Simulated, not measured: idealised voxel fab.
Herein follows the process module entitled voxel fin reveal.
The cross-section shown here is cut; it is 235 nm wide and divided into square cells measuring 5 nm on a side.
How to read a cross-section here: the picture is a grid of square cells, written as bands going from the top down, and any band can span one or more rows of cells. Look at the band entry: it leads with the top's height and the bottom's height in nm. Then it lists the materials left to right, with a width in nm for each. The word "all across" on a single material says that material fills the band edge to edge. The word "air" is empty space. The level at which height equals 0 is the one under which the wafer, as it arrives, is entirely one material. No lower edge exists for the bottom band, which continues downward and is notated as in "z 0 and below". Think of "30..40" as a width that walks from the first number to the second as you go down the band, top row to bottom row, taking equal-sized steps from row to row. The designation "remained unchanged", where it is given for a processing step, indicates that no cell of the cross-section was altered in the course of that step. In the "Sealed-off cavities" entry, you get each enclosed empty space of 8 cells or more, one with no open way to the top, written width x height at distance, distance from the left edge, in nm. Where a step's line continues beyond its settings, the continuation is a remark by the simulator itself on that step. "overlay nm", when on a step's line for a step with a mask, measures how far to the right of its planned place the mask lay; a negative measure means to the left.

Listed below are the process steps as planned
- 1: RECEIVE with material Si
- 2: CONFORMAL_DEP with material SiN, thk nm 5
- 3: PATTERN with tone cover, mask id FINS, material resist, width nm 15, pitch nm 40, thk nm 20, overlay nm 0
- 4: DIRECTIONAL_ETCH with etch materials SiN, depth nm 5
- 5: DIRECTIONAL_ETCH with etch materials Si, depth nm 35
- 6: STRIP with etch materials resist
- 7: OXIDIZE with depth nm 5
- 8: FILL_DEP with material SiO2, thk nm 5
- 9: CMP with height nm 5
- 10: SELECTIVE_ETCH with etch materials SiO2, depth nm 15
- 11: STRIP with etch materials SiN
- 12: CONFORMAL_DEP with material SiO2, thk nm 5

What follows covers the first of two wafers; it ran as planned

Here's what the wafer looked like in cross-section when it arrived - that's after step 1
  z 0 and below = Si all across
  Sealed-off cavities: none

Wafer section view after processing step 2
  z 5 to 0 = SiN all across
  Note: structure below 0 unchanged.

Wafer section view after processing step 3
  z 25 to 5 = air=50, then resist=15, then air=25, then resist=15, then air=25, then resist=15, then air=25, then resist=15, then air=50
  Note: structure below 5 unchanged.

Wafer section view after processing step 4
  z 25 to 5 = air=50, then resist=15, then air=25, then resist=15, then air=25, then resist=15, then air=25, then resist=15, then air=50
  z 5 to 0 = air=50, then SiN=15, then air=25, then SiN=15, then air=25, then SiN=15, then air=25, then SiN=15, then air=50
  Note: structure below 0 unchanged.

Wafer section view after processing step 5
  z 25 to 5 = air=50, then resist=15, then air=25, then resist=15, then air=25, then resist=15, then air=25, then resist=15, then air=50
  z 5 to 0 = air=50, then SiN=15, then air=25, then SiN=15, then air=25, then SiN=15, then air=25, then SiN=15, then air=50
  z 0 to -35 = air=50, then Si=15, then air=25, then Si=15, then air=25, then Si=15, then air=25, then Si=15, then air=50
  Note: structure below -35 unchanged.

Wafer section view after processing step 6
  z 5 to 0 = air=50, then SiN=15, then air=25, then SiN=15, then air=25, then SiN=15, then air=25, then SiN=15, then air=50
  Note: structure below 0 unchanged.

Wafer section view after processing step 7
  z 5 to 0 = air=50, then SiN=15, then air=25, then SiN=15, then air=25, then SiN=15, then air=25, then SiN=15, then air=50
  z 0 to -35 = air=50, then SiO2=5, then Si=5, then SiO2=5, then air=25, then SiO2=5, then Si=5, then SiO2=5, then air=25, then SiO2=5, then Si=5, then SiO2=5, then air=25, then SiO2=5, then Si=5, then SiO2=5, then air=50
  z -35 to -40 = SiO2=55, then Si=5, then SiO2=35, then Si=5, then SiO2=35, then Si=5, then SiO2=35, then Si=5, then SiO2=55
  Note: structure below -40 unchanged.

Wafer section view after processing step 8
  z 10 to 5 = SiO2 all across
  z 5 to 0 = SiO2=50, then SiN=15, then SiO2=25, then SiN=15, then SiO2=25, then SiN=15, then SiO2=25, then SiN=15, then SiO2=50
  z 0 to -40 = SiO2=55, then Si=5, then SiO2=35, then Si=5, then SiO2=35, then Si=5, then SiO2=35, then Si=5, then SiO2=55
  Note: structure below -40 unchanged.

Wafer section view after processing step 9
  z 5 to 0 = SiO2=50, then SiN=15, then SiO2=25, then SiN=15, then SiO2=25, then SiN=15, then SiO2=25, then SiN=15, then SiO2=50
  Note: structure below 0 unchanged.

Wafer section view after processing step 10
  z 5 to 0 = air=50, then SiN=15, then air=25, then SiN=15, then air=25, then SiN=15, then air=25, then SiN=15, then air=50
  z 0 to -10 = air=55, then Si=5, then air=35, then Si=5, then air=35, then Si=5, then air=35, then Si=5, then air=55
  Note: structure below -10 unchanged.

Wafer section view after processing step 11
  z 0 to -10 = air=55, then Si=5, then air=35, then Si=5, then air=35, then Si=5, then air=35, then Si=5, then air=55
  Note: structure below -10 unchanged.

Wafer section view after processing step 12
  z 5 to 0 = air=50, then SiO2=15, then air=25, then SiO2=15, then air=25, then SiO2=15, then air=25, then SiO2=15, then air=50
  z 0 to -5 = air=50, then SiO2=5, then Si=5, then SiO2=5, then air=25, then SiO2=5, then Si=5, then SiO2=5, then air=25, then SiO2=5, then Si=5, then SiO2=5, then air=25, then SiO2=5, then Si=5, then SiO2=5, then air=50
  z -5 to -40 = SiO2=55, then Si=5, then SiO2=35, then Si=5, then SiO2=35, then Si=5, then SiO2=35, then Si=5, then SiO2=55
  Note: structure below -40 unchanged.

Second wafer. Start and plan as for the first. One mistake made in running. Agrees with the first up to and including step 2

At the planned end of step 3, the second wafer in cross-section
  z 25 to 5 = air=45, then resist=25, then air=15, then resist=25, then air=15, then resist=25, then air=15, then resist=25, then air=45
  Note: structure below 5 unchanged.

At the planned end of step 4, the second wafer in cross-section
  z 25 to 5 = air=45, then resist=25, then air=15, then resist=25, then air=15, then resist=25, then air=15, then resist=25, then air=45
  z 5 to 0 = air=45, then SiN=25, then air=15, then SiN=25, then air=15, then SiN=25, then air=15, then SiN=25, then air=45
  Note: structure below 0 unchanged.

At the planned end of step 5, the second wafer in cross-section
  z 25 to 5 = air=45, then resist=25, then air=15, then resist=25, then air=15, then resist=25, then air=15, then resist=25, then air=45
  z 5 to 0 = air=45, then SiN=25, then air=15, then SiN=25, then air=15, then SiN=25, then air=15, then SiN=25, then air=45
  z 0 to -35 = air=45, then Si=25, then air=15, then Si=25, then air=15, then Si=25, then air=15, then Si=25, then air=45
  Note: structure below -35 unchanged.

At the planned end of step 6, the second wafer in cross-section
  z 5 to 0 = air=45, then SiN=25, then air=15, then SiN=25, then air=15, then SiN=25, then air=15, then SiN=25, then air=45
  Note: structure below 0 unchanged.

At the planned end of step 7, the second wafer in cross-section
  z 5 to 0 = air=45, then SiN=25, then air=15, then SiN=25, then air=15, then SiN=25, then air=15, then SiN=25, then air=45
  z 0 to -35 = air=45, then SiO2=5, then Si=15, then SiO2=5, then air=15, then SiO2=5, then Si=15, then SiO2=5, then air=15, then SiO2=5, then Si=15, then SiO2=5, then air=15, then SiO2=5, then Si=15, then SiO2=5, then air=45
  z -35 to -40 = SiO2=50, then Si=15, then SiO2=25, then Si=15, then SiO2=25, then Si=15, then SiO2=25, then Si=15, then SiO2=50
  Note: structure below -40 unchanged.

At the planned end of step 8, the second wafer in cross-section
  z 10 to 5 = SiO2 all across
  z 5 to 0 = SiO2=45, then SiN=25, then SiO2=15, then SiN=25, then SiO2=15, then SiN=25, then SiO2=15, then SiN=25, then SiO2=45
  z 0 to -40 = SiO2=50, then Si=15, then SiO2=25, then Si=15, then SiO2=25, then Si=15, then SiO2=25, then Si=15, then SiO2=50
  Note: structure below -40 unchanged.

At the planned end of step 9, the second wafer in cross-section
  z 5 to 0 = SiO2=45, then SiN=25, then SiO2=15, then SiN=25, then SiO2=15, then SiN=25, then SiO2=15, then SiN=25, then SiO2=45
  Note: structure below 0 unchanged.

At the planned end of step 10, the second wafer in cross-section
  z 5 to 0 = air=45, then SiN=25, then air=15, then SiN=25, then air=15, then SiN=25, then air=15, then SiN=25, then air=45
  z 0 to -10 = air=50, then Si=15, then air=25, then Si=15, then air=25, then Si=15, then air=25, then Si=15, then air=50
  Note: structure below -10 unchanged.

At the planned end of step 11, the second wafer in cross-section
  z 0 to -10 = air=50, then Si=15, then air=25, then Si=15, then air=25, then Si=15, then air=25, then Si=15, then air=50
  Note: structure below -10 unchanged.

At the planned end of step 12, the second wafer in cross-section
  z 5 to 0 = air=45, then SiO2=25, then air=15, then SiO2=25, then air=15, then SiO2=25, then air=15, then SiO2=25, then air=45
  z 0 to -5 = air=45, then SiO2=5, then Si=15, then SiO2=5, then air=15, then SiO2=5, then Si=15, then SiO2=5, then air=15, then SiO2=5, then Si=15, then SiO2=5, then air=15, then SiO2=5, then Si=15, then SiO2=5, then air=45
  z -5 to -40 = SiO2=50, then Si=15, then SiO2=25, then Si=15, then SiO2=25, then Si=15, then SiO2=25, then Si=15, then SiO2=50
  Note: structure below -40 unchanged.
Diagnosis: so step 3 ended up running with a different setting than we planned, it ran as PATTERN with tone cover, mask id FINS, material resist, width nm 25, pitch nm 40, thk nm 20, overlay nm 0
Counted in cells at the end, the second wafer holds more or fewer of these materials than the first: Si +64; SiO2 -48
